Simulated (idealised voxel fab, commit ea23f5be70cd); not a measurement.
This section sets out a process module, namely voxel wiring stack.
Cross-sectional view cut (width: 260 nm; square cell size: 5 nm).
Reading order for cross-sections: top band down to bottom band. Underlying form: a grid of square cells. Band size: one or more rows of cells.
Band: top and bottom heights (nm) first, top before bottom; then materials from left to right, widths in nm. "edge to edge" marks a sole material filling the band edge to edge. "air" denotes empty space.
Height 0 is the level under which the wafer as received is all one material. The lowest band goes on downwards, as in "0..down".
A width given as "30 to 40" starts at the first number in the band's top row and ends at the second number in its bottom row, shifting by an equal amount at every step from row to row.
A step reported as "stayed the same" is a step in which no cell of the cross-section changed.
The entry titled "Closed-off voids" provides the empty spaces that have no open way to the top, restricted to those of 8 cells or more. Each is presented as width x height at distance, the distance being measured from the left edge, with all three in nm.
Anything after a step's settings on that line? It's the simulator's own note about the step.
Among the settings permitted on a step's line is "overlay nm"; applied to a step with a mask, it specifies the extent to which the mask lay to the right of its planned position, whereas a negative figure signifies a position to the left.
## Planned process steps
1 RECEIVE (material Si)
2 CONFORMAL_DEP (material SiO2; thk nm 10)
3 CONFORMAL_DEP (material SiCN; thk nm 5)
4 DIRECTIONAL_DEP (material SiO2; thk nm 20)
5 PATTERN (tone open; mask id METAL_1; material resist; width nm 25; pitch nm 40; thk nm 15; overlay nm 0)
6 DIRECTIONAL_ETCH (etch materials SiO2; depth nm 20)
7 DIRECTIONAL_ETCH (etch materials SiCN; depth nm 5)
8 STRIP (etch materials resist)
9 CONFORMAL_DEP (material TiN; thk nm 5)
10 FILL_DEP (material W; thk nm 10)
11 CMP (height nm 35)
12 CONFORMAL_DEP (material SiCN; thk nm 5)
13 DIRECTIONAL_DEP (material SiO2; thk nm 25)
14 PATTERN (tone open; mask id METAL_2; material resist; width nm 25; pitch nm 40; thk nm 20; overlay nm -15)
15 DIRECTIONAL_ETCH (etch materials SiO2; depth nm 15)
16 STRIP (etch materials resist)
17 PATTERN (tone open; mask id METAL_2_HOLES; material resist; width nm 15; pitch nm 80; thk nm 20; overlay nm 0)
18 DIRECTIONAL_ETCH (etch materials SiO2; depth nm 10)
19 DIRECTIONAL_ETCH (etch materials SiCN; depth nm 5)
20 STRIP (etch materials resist)
21 CONFORMAL_DEP (material TiN; thk nm 5)
22 FILL_DEP (material Cu; thk nm 10)
23 CMP (height nm 65)
24 CONFORMAL_DEP (material SiN; thk nm 5)
Don't read the plan's overlay nm for step 14 as applying to every wafer: that's the first wafer's value, and the wafers differ in it, though they all start identical.
## Cut through the first of several wafers as received, post step 1
> 0..down  Si edge to edge
> Closed-off voids: none
## End of module: cross-section of the first of several wafers after step 24, the last step
> 70..65  SiN edge to edge
> 65..55  40 nm SiO2, then 5 nm TiN, then 20 to 15 nm Cu, then 5 to 10 nm TiN, then 10 nm SiO2, then 5 nm TiN, then 15 nm Cu, then 5 nm TiN, then 15 nm SiO2, then 5 nm TiN, then 20 to 15 nm Cu, then 5 to 10 nm TiN, then 10 nm SiO2, then 5 nm TiN, then 15 nm Cu, then 5 nm TiN, then 75 nm SiO2
> 55..50  40 nm SiO2, then 25 nm TiN, then 15 nm SiO2, then 25 nm TiN, then 15 nm SiO2, then 25 nm TiN, then 15 nm SiO2, then 25 nm TiN, then 75 nm SiO2
> 50..40  55 nm SiO2, then 10 nm TiN, then 70 nm SiO2, then 10 nm TiN, then 115 nm SiO2
> 40..35  55 nm SiCN, then 10 nm TiN, then 70 nm SiCN, then 10 nm TiN, then 115 nm SiCN
> 35..15  55 nm SiO2, then 5 nm TiN, then 15 nm W, then 5 nm TiN, then 15 nm SiO2, then 5 nm TiN, then 15 nm W, then 5 nm TiN, then 15 nm SiO2, then 5 nm TiN, then 15 nm W, then 5 nm TiN, then 15 nm SiO2, then 5 nm TiN, then 15 nm W, then 5 nm TiN, then 60 nm SiO2
> 15..10  55 nm SiCN, then 25 nm TiN, then 15 nm SiCN, then 25 nm TiN, then 15 nm SiCN, then 25 nm TiN, then 15 nm SiCN, then 25 nm TiN, then 60 nm SiCN
> 10..0  SiO2 edge to edge
> 0..down  Si edge to edge
> Closed-off voids: none
## Here's the last wafer cross-sectioned at the end of the module
> 70..65  SiN edge to edge
> 65..60  55 nm SiO2, then 5 nm TiN, then 30 nm Cu, then 5 nm TiN, then 15 nm SiO2, then 5 nm TiN, then 55 nm Cu, then 5 nm TiN, then 15 nm SiO2, then 5 nm TiN, then 15 nm Cu, then 5 nm TiN, then 45 nm SiO2
> 60..55  55 nm SiO2, then 20 nm TiN, then 15 nm Cu, then 5 nm TiN, then 15 nm SiO2, then 5 nm TiN, then 15 nm Cu, then 25 nm TiN, then 15 nm Cu, then 5 nm TiN, then 15 nm SiO2, then 5 nm TiN, then 15 nm Cu, then 5 nm TiN, then 45 nm SiO2
> 55..50  70 nm SiO2, then 25 nm TiN, then 15 nm SiO2, then 25 nm TiN, then 15 nm SiO2, then 25 nm TiN, then 15 nm SiO2, then 25 nm TiN, then 45 nm SiO2
> 50..40  SiO2 edge to edge
> 40..35  SiCN edge to edge
> 35..15  55 nm SiO2, then 5 nm TiN, then 15 nm W, then 5 nm TiN, then 15 nm SiO2, then 5 nm TiN, then 15 nm W, then 5 nm TiN, then 15 nm SiO2, then 5 nm TiN, then 15 nm W, then 5 nm TiN, then 15 nm SiO2, then 5 nm TiN, then 15 nm W, then 5 nm TiN, then 60 nm SiO2
> 15..10  55 nm SiCN, then 25 nm TiN, then 15 nm SiCN, then 25 nm TiN, then 15 nm SiCN, then 25 nm TiN, then 15 nm SiCN, then 25 nm TiN, then 60 nm SiCN
> 10..0  SiO2 edge to edge
> 0..down  Si edge to edge
> Closed-off voids: none
## Per-wafer rows below. For each material: cells gained (+) or lost (-) since the wafer was received, as of end of module. Then: closed voids
overlay nm -15, +26 Cu, +80 SiCN, +52 SiN, +420 SiO2, +102 TiN, +48 W, Closed-off voids: none
overlay nm -10, +30 Cu, +78 SiCN, +52 SiN, +420 SiO2, +100 TiN, +48 W, Closed-off voids: none
overlay nm -5, +30 Cu, +78 SiCN, +52 SiN, +420 SiO2, +100 TiN, +48 W, Closed-off voids: none
overlay nm 0, +30 Cu, +78 SiCN, +52 SiN, +420 SiO2, +100 TiN, +48 W, Closed-off voids: none
overlay nm 5, +26 Cu, +80 SiCN, +52 SiN, +420 SiO2, +102 TiN, +48 W, Closed-off voids: none
overlay nm 10, +28 Cu, +82 SiCN, +52 SiN, +420 SiO2, +98 TiN, +48 W, Closed-off voids: none
overlay nm 15, +32 Cu, +84 SiCN, +52 SiN, +420 SiO2, +92 TiN, +48 W, Closed-off voids: none
